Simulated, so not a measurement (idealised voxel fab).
You're looking at the process module voxel fin reveal.
Section shown: cut. Width: 240 nm. Cell size: 5 nm, square.
In this document a cross-section is written as a grid of square cells. It is given as a series of bands, listed from the top down, and a band is one or more rows of cells.
First you get the band's top height and its bottom height, in nm, and then the materials it's made of, left to right, with each width in nm. If you see a single material with "everywhere", that one covers the band edge to edge. "blank" is empty space.
For the purposes of this specification, 0 denotes the height below which the wafer in its as-received condition is composed wholly of one material, and the lowermost band, lacking a lower limit, extends downward without end, as expressed in "from 0 down".
Read "30..40" as a graded width: first number on top, second number at the bottom, same change between each pair of neighbouring rows.
"left unchanged" -> step changed no cross-section cell.
The entry "Trapped voids" lists the empty spaces that cover at least 8 cells and have no open path to the top. Each is written as width x height at distance, where the distance is measured from the left edge and all three values are in nm.
Whatever follows a step's settings on its line is a remark the simulator itself makes about that step.
For masked steps, "overlay nm" on the step line gives how far right of plan the mask actually lay; a minus sign means it lay to the left.
So here's the lineup of process steps we planned
1: RECEIVE | material Si
2: CONFORMAL_DEP | material SiN | thk nm 5
3: MASKED_ETCH | tone cover | mask id FINS | width nm 15 | pitch nm 45 | etch materials SiN | depth nm 5 | overlay nm 0
4: MASKED_ETCH | tone cover | mask id FINS | width nm 15 | pitch nm 45 | etch materials Si | depth nm 35 | overlay nm 0
5: OXIDIZE | depth nm 5
6: FILL_DEP | material SiO2 | thk nm 10
7: CMP | height nm 5
8: SELECTIVE_ETCH | etch materials SiO2 | depth nm 15
9: STRIP | etch materials SiN
Incoming wafer, cross-sectional view, post step 1
  from 0 down  Si everywhere
  Trapped voids: none
Final wafer profile in cross-section after the module, from the same start and plan as above, with one mistake made during processing
  from 5 to 0  blank=45  SiN=15  blank=30  SiN=15  blank=30  SiN=15  blank=30  SiN=15  blank=45
  from 0 to -40  blank=50  Si=5  blank=40  Si=5  blank=40  Si=5  blank=40  Si=5  blank=50
  from -40 down  Si everywhere
  Trapped voids: none
Deviation noted in wafer processing: it should be noted that step 9 was executed with settings other than those planned, the operation and settings actually applied being STRIP | etch materials SiO2
